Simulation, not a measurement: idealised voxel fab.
Process module under the name voxel quadruple lines
The width of the displayed cross-section, cut, is 275 nm; its cells are square, with a size of 5 nm.
Each cross-section below is a grid of square cells, stated as bands in top-down order, with one or more rows of cells making up each band. Top height, bottom height, nm. Materials left to right, width each, nm. Single material + "full width" = fills band edge to edge. "blank" = empty. The level at which height equals 0 is the one under which the wafer, as it arrives, is entirely one material. No lower edge exists for the bottom band, which continues downward and is notated as in "0 -> down". Quick explanation for "30->40": the width changes in equal steps down the rows of cells, from the first number in the band's top row to the second number in its bottom row. "remained the same" after a step means that no cell of the cross-section changed. For the entry "Closed void register", the listed items are empty spaces with no open way to the top whose size is 8 cells or more; each item follows the pattern width x height at distance, where distance is from the left edge and all three are in nm. Past the settings on a step's line: simulator remark, on that step. overlay nm: step with mask; distance mask lay right of planned place; negative value = left of planned place.
Process steps foreseen in the plan
step 1: RECEIVE: material Si
step 2: CONFORMAL_DEP: material SiO2, thk nm 5
step 3: DIRECTIONAL_DEP: material Ru, thk nm 15
step 4: DIRECTIONAL_DEP: material polySi, thk nm 20
step 5: DIRECTIONAL_DEP: material aC, thk nm 20
step 6: PATTERN: tone cover, mask id MANDREL, material resist, width nm 30, thk nm 30, overlay nm 0
step 7: DIRECTIONAL_ETCH: etch materials aC, depth nm 20
step 8: STRIP: etch materials resist
step 9: CONFORMAL_DEP: material SiO2, thk nm 10
step 10: DIRECTIONAL_ETCH: etch materials SiO2, depth nm 10
step 11: STRIP: etch materials aC
step 12: DIRECTIONAL_ETCH: etch materials polySi, depth nm 20
step 13: STRIP: etch materials SiO2
step 14: CONFORMAL_DEP: material SiN, thk nm 10
step 15: DIRECTIONAL_ETCH: etch materials SiN, depth nm 10
step 16: STRIP: etch materials polySi
step 17: DIRECTIONAL_ETCH: etch materials Ru, depth nm 15
step 18: STRIP: etch materials SiN
So, the first of our two wafers, run just as we planned it
Wafer at receipt (post step 1), cross-section
- 0 -> down | Si full width
- Closed void register: none
Once step 2 is through, the wafer looks like this in cross-section
- 5 -> 0 | SiO2 full width
- Everything below 0 is unchanged.
Once step 3 is through, the wafer looks like this in cross-section
- 20 -> 5 | Ru full width
- Everything below 5 is unchanged.
Once step 4 is through, the wafer looks like this in cross-section
- 40 -> 20 | polySi full width
- Everything below 20 is unchanged.
Once step 5 is through, the wafer looks like this in cross-section
- 60 -> 40 | aC full width
- Everything below 40 is unchanged.
Once step 6 is through, the wafer looks like this in cross-section
- 90 -> 60 | 120 blank | 30 resist | 125 blank
- Everything below 60 is unchanged.
Once step 7 is through, the wafer looks like this in cross-section
- 70 -> 60 | 120 blank | 30 resist | 125 blank
- 60 -> 40 | 120 blank | 30 aC | 125 blank
- Everything below 40 is unchanged.
Once step 8 is through, the wafer looks like this in cross-section
- 60 -> 40 | 120 blank | 30 aC | 125 blank
- Everything below 40 is unchanged.
Once step 9 is through, the wafer looks like this in cross-section
- 70 -> 60 | 110 blank | 50 SiO2 | 115 blank
- 60 -> 50 | 110 blank | 10 SiO2 | 30 aC | 10 SiO2 | 115 blank
- 50 -> 40 | 120 SiO2 | 30 aC | 125 SiO2
- Everything below 40 is unchanged.
Once step 10 is through, the wafer looks like this in cross-section
- 60 -> 40 | 110 blank | 10 SiO2 | 30 aC | 10 SiO2 | 115 blank
- Everything below 40 is unchanged.
Once step 11 is through, the wafer looks like this in cross-section
- 60 -> 40 | 110 blank | 10 SiO2 | 30 blank | 10 SiO2 | 115 blank
- Everything below 40 is unchanged.
Once step 12 is through, the wafer looks like this in cross-section
- 60 -> 40 | 110 blank | 10 SiO2 | 30 blank | 10 SiO2 | 115 blank
- 40 -> 20 | 110 blank | 10 polySi | 30 blank | 10 polySi | 115 blank
- Everything below 20 is unchanged.
Once step 13 is through, the wafer looks like this in cross-section
- 40 -> 20 | 110 blank | 10 polySi | 30 blank | 10 polySi | 115 blank
- Everything below 20 is unchanged.
Once step 14 is through, the wafer looks like this in cross-section
- 50 -> 40 | 100 blank | 30 SiN | 10 blank | 30 SiN | 105 blank
- 40 -> 30 | 100 blank | 10 SiN | 10 polySi | 10 SiN | 10 blank | 10 SiN | 10 polySi | 10 SiN | 105 blank
- 30 -> 20 | 110 SiN | 10 polySi | 30 SiN | 10 polySi | 115 SiN
- Everything below 20 is unchanged.
Once step 15 is through, the wafer looks like this in cross-section
- 40 -> 20 | 100 blank | 10 SiN | 10 polySi | 10 SiN | 10 blank | 10 SiN | 10 polySi | 10 SiN | 105 blank
- Everything below 20 is unchanged.
Once step 16 is through, the wafer looks like this in cross-section
- 40 -> 20 | 100 blank | 10 SiN | 10 blank | 10 SiN | 10 blank | 10 SiN | 10 blank | 10 SiN | 105 blank
- Everything below 20 is unchanged.
Once step 17 is through, the wafer looks like this in cross-section
- 40 -> 20 | 100 blank | 10 SiN | 10 blank | 10 SiN | 10 blank | 10 SiN | 10 blank | 10 SiN | 105 blank
- 20 -> 5 | 100 blank | 10 Ru | 10 blank | 10 Ru | 10 blank | 10 Ru | 10 blank | 10 Ru | 105 blank
- Everything below 5 is unchanged.
Once step 18 is through, the wafer looks like this in cross-section
- 20 -> 5 | 100 blank | 10 Ru | 10 blank | 10 Ru | 10 blank | 10 Ru | 10 blank | 10 Ru | 105 blank
- Everything below 5 is unchanged.
The remaining wafer, second of the two, started like the first and was run to the same plan, except that one mistake was made along the way; the two coincide through step 10, inclusive
Cross-section of the second wafer when, according to plan, step 11 should have finished
- 60 -> 40 | 120 blank | 30 aC | 125 blank
- Everything below 40 is unchanged.
Cross-section of the second wafer when, according to plan, step 12 should have finished
- 60 -> 40 | 120 blank | 30 aC | 125 blank
- 40 -> 20 | 120 blank | 30 polySi | 125 blank
- Everything below 20 is unchanged.
Cross-section of the second wafer when, according to plan, step 13 should have finished: remained the same
Cross-section of the second wafer when, according to plan, step 14 should have finished
- 70 -> 60 | 110 blank | 50 SiN | 115 blank
- 60 -> 40 | 110 blank | 10 SiN | 30 aC | 10 SiN | 115 blank
- 40 -> 30 | 110 blank | 10 SiN | 30 polySi | 10 SiN | 115 blank
- 30 -> 20 | 120 SiN | 30 polySi | 125 SiN
- Everything below 20 is unchanged.
Cross-section of the second wafer when, according to plan, step 15 should have finished
- 60 -> 40 | 110 blank | 10 SiN | 30 aC | 10 SiN | 115 blank
- 40 -> 20 | 110 blank | 10 SiN | 30 polySi | 10 SiN | 115 blank
- Everything below 20 is unchanged.
Cross-section of the second wafer when, according to plan, step 16 should have finished: remained the same
Cross-section of the second wafer when, according to plan, step 17 should have finished
- 60 -> 40 | 110 blank | 10 SiN | 30 aC | 10 SiN | 115 blank
- 40 -> 20 | 110 blank | 10 SiN | 30 polySi | 10 SiN | 115 blank
- 20 -> 5 | 110 blank | 50 Ru | 115 blank
- Everything below 5 is unchanged.
Cross-section of the second wafer when, according to plan, step 18 should have finished
- 60 -> 40 | 120 blank | 30 aC | 125 blank
- 40 -> 20 | 120 blank | 30 polySi | 125 blank
- Everything below 20 is unchanged.
Deviation from plan: it should be noted that step 11 was executed with settings other than those planned, the operation and settings actually applied being STRIP: etch materials SiO2
At the finish, the second wafer shows more or fewer cells for some materials than the first does: 6 more of Ru; 24 more of aC; 24 more of polySi
